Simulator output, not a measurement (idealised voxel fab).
Process module heading - voxel ribs on slabs
Square cells of 5 nm make up the cross-section cut, whose width is 220 nm.
Just so we're on the same page, the cross-sections are grids of square cells, and they're listed out in bands top to bottom, each band one or more rows deep.
The entry gives the band's vertical extent as a top height and a bottom height in nm, then its horizontal make-up as materials from left to right, each with a width in nm. "empty" stands for empty space; a single material marked "full width" fills the band edge to edge.
Beneath 0, the wafer as received is one material, and that level is where height counting begins. The lowest band goes on downward without a bottom; it is written like "top 0, no bottom".
Width "30->40": first value at the band's top row of cells, second value at its bottom row, equal change from row to row.
The designation "same as before", where it is given for a processing step, indicates that no cell of the cross-section was altered in the course of that step.
"Enclosed void catalog" - sealed voids, min. 8 cells, no opening to top; format: width x height at distance (distance from left edge; nm throughout).
after a step's settings: what the simulator itself notes on the step
The line of a step may include "overlay nm". On a step with a mask, this value is how far to the right of its planned place the mask lay. A negative value means the mask lay to the left.

-- Steps planned for the process
| 1 | RECEIVE, material Si |
| 2 | DIRECTIONAL_DEP, material SiO2, thk nm 20 |
| 3 | DIRECTIONAL_DEP, material polySi, thk nm 25 |
| 4 | PATTERN, tone cover, mask id RIB, material resist, width nm 25, thk nm 20, overlay nm 0 |
| 5 | DIRECTIONAL_ETCH, etch materials polySi, depth nm 5 |
| 6 | STRIP, etch materials resist |
| 7 | MASKED_ETCH, tone cover, mask id SLAB, width nm 75, etch materials polySi, depth nm 20, overlay nm -15 |
| 8 | FILL_DEP, material SiO2, thk nm 20 |
| 9 | CMP, height nm 55 |
| 10 | DIRECTIONAL_DEP, material W, thk nm 10 |
| 11 | DIRECTIONAL_DEP, material aC, thk nm 10 |
| 12 | PATTERN, tone cover, mask id HEATER, material resist, width nm 35, thk nm 30, overlay nm 0 |
| 13 | DIRECTIONAL_ETCH, etch materials aC, depth nm 10 |
| 14 | STRIP, etch materials resist |
| 15 | DIRECTIONAL_ETCH, etch materials W, depth nm 10 |
| 16 | STRIP, etch materials aC |
| 17 | CONFORMAL_DEP, material SiN, thk nm 5 |
The overlay nm used in step 7 is not the same on every wafer, whereas the starting condition is; the value printed in the plan is the first wafer's.

-- Cross-section of the first of several received wafers, showing its state after step 1
    top 0, no bottom = Si full width
    Enclosed void catalog: none

-- Last step of the module is step 17; after it, the first of several wafers in cross-section
    top 70, bottom 65 = empty=85, then SiN=45, then empty=90
    top 65, bottom 60 = empty=85, then SiN=5, then W=35, then SiN=5, then empty=90
    top 60, bottom 55 = SiN=90, then W=35, then SiN=95
    top 55, bottom 45 = SiO2 full width
    top 45, bottom 40 = SiO2=95, then polySi=25, then SiO2=100
    top 40, bottom 20 = SiO2=55, then polySi=75, then SiO2=90
    top 20, bottom 0 = SiO2 full width
    top 0, no bottom = Si full width
    Enclosed void catalog: none

-- The last wafer as seen in cross-section at the end of the module
    top 70, bottom 65 = empty=85, then SiN=45, then empty=90
    top 65, bottom 60 = empty=85, then SiN=5, then W=35, then SiN=5, then empty=90
    top 60, bottom 55 = SiN=90, then W=35, then SiN=95
    top 55, bottom 45 = SiO2 full width
    top 45, bottom 40 = SiO2=95, then polySi=25, then SiO2=100
    top 40, bottom 20 = SiO2=85, then polySi=75, then SiO2=60
    top 20, bottom 0 = SiO2 full width
    top 0, no bottom = Si full width
    Enclosed void catalog: none

-- Per-wafer rows below. For each material: cells gained (+) or lost (-) since the wafer was received, as of end of module. Then: closed voids
overlay nm -15; +48 SiN; +419 SiO2; +14 W; +65 polySi; Enclosed void catalog: none
overlay nm -10; +48 SiN; +419 SiO2; +14 W; +65 polySi; Enclosed void catalog: none
overlay nm -5; +48 SiN; +419 SiO2; +14 W; +65 polySi; Enclosed void catalog: none
overlay nm 0; +48 SiN; +419 SiO2; +14 W; +65 polySi; Enclosed void catalog: none
overlay nm 5; +48 SiN; +419 SiO2; +14 W; +65 polySi; Enclosed void catalog: none
overlay nm 10; +48 SiN; +419 SiO2; +14 W; +65 polySi; Enclosed void catalog: none
overlay nm 15; +48 SiN; +419 SiO2; +14 W; +65 polySi; Enclosed void catalog: none
